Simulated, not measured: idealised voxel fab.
A process module follows: voxel self aligned vias.
cross-section cut | 145 nm wide | cells 5 nm
In what follows, cross-sections appear as grids of square cells, described through bands that run from the top down, where every band is one or more rows of cells. Read a band's entry like this: the first values are the height of its top and the height of its bottom in nm, and what follows is the sequence of materials from left to right, each with its width in nm. Note that "air" is empty space, and that a single material marked "full width" reaches across the band from edge to edge. Zero point of the height axis is 0; under it, received wafer = one material. Lowest band: continues down indefinitely, "0 -> down". You'd read "30 to 40" like this: the band's top row of cells is as wide as the first number, its bottom row is as wide as the second, and going down, every row changes width by the same amount as the row before did. "stayed the same", as given for a step, is the statement that not any cell of the cross-section underwent a change during that step. Voids not open to the top, 8 cells minimum: see "Entrapped voids". Written width x height at distance; distance is from the left edge; nm. What comes after the settings on a step's line is commentary from the simulator itself on that step. overlay nm: where the mask lay relative to plan, measured to the right, on steps with a mask; negatives go left.

-- plan
1,RECEIVE,material Si
2,CONFORMAL_DEP,material SiO2,thk nm 15
3,CONFORMAL_DEP,material SiCN,thk nm 5
4,DIRECTIONAL_DEP,material lowk,thk nm 25
5,MASKED_ETCH,tone open,mask id LINES,width nm 25,pitch nm 65,etch materials lowk,depth nm 25,overlay nm 0
6,CONFORMAL_DEP,material TiN,thk nm 5
7,FILL_DEP,material Ru,thk nm 5
8,CMP,height nm 45
9,SELECTIVE_ETCH,etch materials W Ru TiN,depth nm 10
10,FILL_DEP,material SiN,thk nm 5
11,CMP,height nm 45
12,DIRECTIONAL_DEP,material lowk,thk nm 20
13,DIRECTIONAL_DEP,material aC,thk nm 15
14,PATTERN,tone open,mask id VIAS,material resist,width nm 45,thk nm 35,overlay nm 0
15,DIRECTIONAL_ETCH,etch materials aC,depth nm 15
16,STRIP,etch materials resist
17,DIRECTIONAL_ETCH,etch materials lowk,depth nm 20
18,DIRECTIONAL_ETCH,etch materials SiN,depth nm 10
19,STRIP,etch materials aC
20,CONFORMAL_DEP,material TiN,thk nm 5
21,FILL_DEP,material W,thk nm 10
22,CMP,height nm 65
23,CONFORMAL_DEP,material SiN,thk nm 5

-- Cross-section of the wafer upon arrival, representing the state reached after step 1
0 -> down = Si full width
Entrapped voids: none

-- Wafer cross-section at module end: first of two, run to plan
70 -> 65 = SiN full width
65 -> 50 = lowk 15 nm  TiN 5 nm  W 35 nm  TiN 5 nm  lowk 85 nm
50 -> 45 = lowk 15 nm  TiN 15 nm  W 15 nm  TiN 15 nm  lowk 85 nm
45 -> 40 = lowk 25 nm  TiN 5 nm  W 15 nm  TiN 5 nm  lowk 40 nm  SiN 25 nm  lowk 30 nm
40 -> 35 = lowk 25 nm  TiN 25 nm  lowk 40 nm  SiN 25 nm  lowk 30 nm
35 -> 25 = lowk 25 nm  TiN 5 nm  Ru 15 nm  TiN 5 nm  lowk 40 nm  TiN 5 nm  Ru 15 nm  TiN 5 nm  lowk 30 nm
25 -> 20 = lowk 25 nm  TiN 25 nm  lowk 40 nm  TiN 25 nm  lowk 30 nm
20 -> 15 = SiCN full width
15 -> 0 = SiO2 full width
0 -> down = Si full width
Entrapped voids: none

-- Cross-sectional view of the second of two wafers upon completion of the module. This wafer shared its starting condition and process plan with the first; one error was made during its execution
70 -> 65 = SiN full width
65 -> 50 = lowk 15 nm  TiN 5 nm  W 35 nm  TiN 5 nm  lowk 85 nm
50 -> 45 = lowk 15 nm  TiN 10 nm  W 15 nm  TiN 20 nm  lowk 85 nm
45 -> 40 = lowk 20 nm  TiN 5 nm  W 15 nm  TiN 5 nm  lowk 40 nm  SiN 25 nm  lowk 35 nm
40 -> 35 = lowk 20 nm  TiN 25 nm  lowk 40 nm  SiN 25 nm  lowk 35 nm
35 -> 25 = lowk 20 nm  TiN 5 nm  Ru 15 nm  TiN 5 nm  lowk 40 nm  TiN 5 nm  Ru 15 nm  TiN 5 nm  lowk 35 nm
25 -> 20 = lowk 20 nm  TiN 25 nm  lowk 40 nm  TiN 25 nm  lowk 35 nm
20 -> 15 = SiCN full width
15 -> 0 = SiO2 full width
0 -> down = Si full width
Entrapped voids: none
Here's what went sideways: off-plan run, step 5, actual operation and settings MASKED_ETCH,tone open,mask id LINES,width nm 25,pitch nm 65,etch materials lowk,depth nm 25,overlay nm -5
Same inventory, different map: at the end, the second wafer holds as many cells of each material as the first, placed elsewhere.
